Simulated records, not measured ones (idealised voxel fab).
process module | voxel trench capacitor
cross-section cut | 195 nm wide | cells 5 nm
A cross-section is a grid of square cells, given in bands from the top down. A band is one or more rows of cells.
Each band's line starts with the height of the band's top and of its bottom, in nm. Then come its materials from left to right, each with its width in nm. One material with "throughout" fills the band from edge to edge. "air" is empty space.
Height 0 is the level under which the wafer as received is all one material. The lowest band goes on downwards, as in "0 down".
A width such as "30 to 40" changes by the same amount from each row of cells to the next, from the band's top row to its bottom row.
"no change" after a step means that no cell of the cross-section changed.
closed voids: empty space of 8 cells or more with no open way to the top, each as width x height at its distance from the left edge, in nm
after a step's settings: what the simulator itself notes on the step
overlay nm, on a step with a mask: how far to the right of its planned place the mask lay; to the left if negative
plan
1 op RECEIVE | material Si
2 op CONFORMAL_DEP | material SiN | thk nm 10
3 op PATTERN | tone open | mask id TRENCH | material resist | width nm 15 | pitch nm 45 | thk nm 15 | overlay nm 0
4 op DIRECTIONAL_ETCH | etch materials SiN | depth nm 10
5 op DIRECTIONAL_ETCH | etch materials Si | depth nm 30
6 op STRIP | etch materials resist
7 op CONFORMAL_DEP | material Al2O3 | thk nm 5
8 op CONFORMAL_DEP | material TiN | thk nm 5
9 op FILL_DEP | material W | thk nm 5
10 op CMP | height nm 10
varied across the wafers: width nm of step 3. The plan shows the first wafer's value. All wafers start alike
first wafer as received, after step 1
  0 down: Si throughout
  closed voids: none
first wafer at the end, after step 10
  10 to 0: SiN 45 | Al2O3 5 | TiN 5 | Al2O3 5 | SiN 30 | Al2O3 5 | TiN 5 | Al2O3 5 | SiN 30 | Al2O3 5 | TiN 5 | Al2O3 5 | SiN 45
  0 to -25: Si 45 | Al2O3 5 | TiN 5 | Al2O3 5 | Si 30 | Al2O3 5 | TiN 5 | Al2O3 5 | Si 30 | Al2O3 5 | TiN 5 | Al2O3 5 | Si 45
  -25 to -30: Si 45 | Al2O3 15 | Si 30 | Al2O3 15 | Si 30 | Al2O3 15 | Si 45
  -30 down: Si throughout
  closed voids: none
last wafer at the end
  10 to 0: SiN 40 | Al2O3 5 | TiN 5 | W 10 | TiN 5 | Al2O3 5 | SiN 15 | Al2O3 5 | TiN 5 | W 10 | TiN 5 | Al2O3 5 | SiN 15 | Al2O3 5 | TiN 5 | W 10 | TiN 5 | Al2O3 5 | SiN 35
  0 to -20: Si 40 | Al2O3 5 | TiN 5 | W 10 | TiN 5 | Al2O3 5 | Si 15 | Al2O3 5 | TiN 5 | W 10 | TiN 5 | Al2O3 5 | Si 15 | Al2O3 5 | TiN 5 | W 10 | TiN 5 | Al2O3 5 | Si 35
  -20 to -25: Si 40 | Al2O3 5 | TiN 20 | Al2O3 5 | Si 15 | Al2O3 5 | TiN 20 | Al2O3 5 | Si 15 | Al2O3 5 | TiN 20 | Al2O3 5 | Si 35
  -25 to -30: Si 40 | Al2O3 30 | Si 15 | Al2O3 30 | Si 15 | Al2O3 30 | Si 35
  -30 down: Si throughout
  closed voids: none
each wafer at the end: cells of each material gained (+) or lost (-) since it was received, then its closed voids
width nm 15 | +51 Al2O3 | -54 Si | +60 SiN | +21 TiN | closed voids: none
width nm 20 | +54 Al2O3 | -72 Si | +54 SiN | +42 TiN | closed voids: none
width nm 25 | +57 Al2O3 | -90 Si | +48 SiN | +45 TiN | +18 W | closed voids: none
width nm 30 | +60 Al2O3 | -108 Si | +42 SiN | +48 TiN | +36 W | closed voids: none
